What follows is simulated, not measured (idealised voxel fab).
Process module in this document: voxel local oxidation
Square cells of 5 nm make up the cross-section cut, whose width is 240 nm.
Cross-section format: a grid of square cells, given as bands from top to bottom; each band is one or more rows of cells.
The band entry comprises the height of the band's top followed by the height of its bottom, expressed in nm, and subsequently the band's materials from left to right, each stated together with its width in nm. Where a single material is marked with the word "everywhere", that material fills the band from edge to edge. The word "air" represents empty space.
Ref level 0: as-received wafer is one material below here. Bottom band extends down with no lower bound ("z 0 and below").
The expression "30..40" gives the width at the extremes of the band, the first number at its top row of cells and the second at its bottom row, with the width changing by equal amounts from each row to the next in between.
"left unchanged" after a step means that no cell of the cross-section changed.
The entry titled "Unvented voids" provides the empty spaces that have no open way to the top, restricted to those of 8 cells or more. Each is presented as width x height at distance, the distance being measured from the left edge, with all three in nm.
The remark found on a step's line after its settings is issued by the simulator itself and pertains to that step.
overlay nm: how far to the right of its planned place the mask lay on this masked step (negative: to the left).

Below is the list of planned process steps
1,RECEIVE | material Si
2,OXIDIZE | depth nm 5
3,CONFORMAL_DEP | material SiN | thk nm 15
4,MASKED_ETCH | tone cover | mask id ACTIVE | width nm 115 | etch materials SiN | depth nm 15 | overlay nm 0
5,SELECTIVE_ETCH | etch materials SiO2 | depth nm 5
6,OXIDIZE | depth nm 10
7,STRIP | etch materials SiN
Don't read the plan's depth nm for step 5 as applying to every wafer: that's the first wafer's value, and the wafers differ in it, though they all start identical.

first wafer as received, after step 1
  z 0 and below: Si everywhere
  Unvented voids: none

So in this table every wafer gets its own row, and what you see is where it stands at the end of the module: for each material, how many cells it picked up (+) or gave up (-) since we received it, and after that its closed voids
depth nm 5; -110 Si; +83 SiO2; Unvented voids: none
depth nm 10; -114 Si; +85 SiO2; Unvented voids: none
depth nm 15; -118 Si; +87 SiO2; Unvented voids: none
depth nm 20; -122 Si; +89 SiO2; Unvented voids: none
